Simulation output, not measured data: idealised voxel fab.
process module | voxel released beams
cross-section cut | 275 nm wide | cells 5 nm
A cross-section is a grid of square cells, given in bands from the top down. A band is one or more rows of cells.
Each band's line starts with the height of the band's top and of its bottom, in nm. Then come its materials from left to right, each with its width in nm. One material with "throughout" fills the band from edge to edge. "air" is empty space.
Height 0 is the level under which the wafer as received is all one material. The lowest band goes on downwards, as in "0 down".
A width such as "30 to 40" changes by the same amount from each row of cells to the next, from the band's top row to its bottom row.
"no change" after a step means that no cell of the cross-section changed.
closed voids: empty space of 8 cells or more with no open way to the top, each as width x height at its distance from the left edge, in nm
after a step's settings: what the simulator itself notes on the step
overlay nm, on a step with a mask: how far to the right of its planned place the mask lay; to the left if negative
plan
1 op RECEIVE | material Si
2 op CONFORMAL_DEP | material Al2O3 | thk nm 5
3 op DIRECTIONAL_DEP | material SiO2 | thk nm 20
4 op MASKED_ETCH | tone open | mask id ANCHOR | width nm 25 | etch materials SiO2 | depth nm 20 | overlay nm 0
5 op CONFORMAL_DEP | material SiN | thk nm 10
6 op DIRECTIONAL_DEP | material aC | thk nm 10
7 op PATTERN | tone cover | mask id BEAM | material resist | width nm 75 | thk nm 25 | overlay nm 0
8 op DIRECTIONAL_ETCH | etch materials aC | depth nm 10
9 op STRIP | etch materials resist
10 op DIRECTIONAL_ETCH | etch materials SiN | depth nm 10
11 op STRIP | etch materials aC
12 op STRIP | etch materials SiO2
first wafer, as planned
as received, after step 1
  0 down: Si throughout
  closed voids: none
after step 2
  5 to 0: Al2O3 throughout
  below 0: unchanged
after step 3
  25 to 5: SiO2 throughout
  below 5: unchanged
after step 4
  25 to 5: SiO2 100 | air 25 | SiO2 150
  below 5: unchanged
after step 5
  35 to 25: SiN 110 | air 5 | SiN 160
  25 to 15: SiO2 100 | SiN 10 | air 5 | SiN 10 | SiO2 150
  15 to 5: SiO2 100 | SiN 25 | SiO2 150
  below 5: unchanged
after step 6
  45 to 35: aC 110 | air 5 | aC 160
  35 to 25: SiN 110 | air 5 | SiN 160
  25 to 15: SiO2 100 | SiN 10 | aC 5 | SiN 10 | SiO2 150
  below 15: unchanged
after step 7
  70 to 45: air 95 | resist 75 | air 105
  45 to 35: aC 110 | resist 5 | aC 160
  35 to 25: SiN 110 | resist 5 | SiN 160
  below 25: unchanged
after step 8
  60 to 45: air 95 | resist 75 | air 105
  45 to 35: air 95 | aC 15 | resist 5 | aC 55 | air 105
  below 35: unchanged
after step 9
  45 to 35: air 95 | aC 15 | air 5 | aC 55 | air 105
  35 to 25: SiN 110 | air 5 | SiN 160
  below 25: unchanged
after step 10
  45 to 35: air 95 | aC 15 | air 5 | aC 55 | air 105
  35 to 25: air 95 | SiN 15 | air 5 | SiN 55 | air 105
  below 25: unchanged
after step 11
  35 to 25: air 95 | SiN 15 | air 5 | SiN 55 | air 105
  25 to 15: SiO2 100 | SiN 10 | air 5 | SiN 10 | SiO2 150
  below 15: unchanged
after step 12
  35 to 25: air 95 | SiN 15 | air 5 | SiN 55 | air 105
  25 to 15: air 100 | SiN 10 | air 5 | SiN 10 | air 150
  15 to 5: air 100 | SiN 25 | air 150
  below 5: unchanged
second wafer: like start, like plan, one mistake. Through step 3 it matches the first wafer
when step 4 should have ended
  25 to 5: air 100 | SiO2 25 | air 150
  below 5: unchanged
when step 5 should have ended
  35 to 25: air 90 | SiN 45 | air 140
  25 to 15: air 90 | SiN 10 | SiO2 25 | SiN 10 | air 140
  15 to 5: SiN 100 | SiO2 25 | SiN 150
  below 5: unchanged
when step 6 should have ended
  45 to 35: air 90 | aC 45 | air 140
  35 to 25: air 90 | SiN 45 | air 140
  25 to 15: aC 90 | SiN 10 | SiO2 25 | SiN 10 | aC 140
  below 15: unchanged
when step 7 should have ended
  70 to 45: air 95 | resist 75 | air 105
  45 to 35: air 90 | aC 45 | resist 35 | air 105
  35 to 25: air 90 | SiN 45 | resist 35 | air 105
  below 25: unchanged
when step 8 should have ended
  60 to 45: air 95 | resist 75 | air 105
  45 to 35: air 95 | aC 40 | resist 35 | air 105
  35 to 25: air 90 | SiN 45 | resist 35 | air 105
  25 to 15: air 90 | SiN 10 | SiO2 25 | SiN 10 | aC 35 | air 105
  below 15: unchanged
when step 9 should have ended
  45 to 35: air 95 | aC 40 | air 140
  35 to 25: air 90 | SiN 45 | air 140
  below 25: unchanged
when step 10 should have ended
  45 to 35: air 95 | aC 40 | air 140
  35 to 25: air 95 | SiN 40 | air 140
  25 to 15: air 90 | SiN 10 | SiO2 25 | SiN 10 | aC 35 | air 105
  15 to 5: air 90 | SiN 10 | SiO2 25 | SiN 45 | air 105
  below 5: unchanged
when step 11 should have ended
  35 to 25: air 95 | SiN 40 | air 140
  25 to 15: air 90 | SiN 10 | SiO2 25 | SiN 10 | air 140
  below 15: unchanged
when step 12 should have ended: no change
what went wrong: step 4 ran as: op MASKED_ETCH | tone cover | mask id ANCHOR | width nm 25 | etch materials SiO2 | depth nm 20 | overlay nm 0
at the end the second wafer has, in cells: 20 more of SiO2
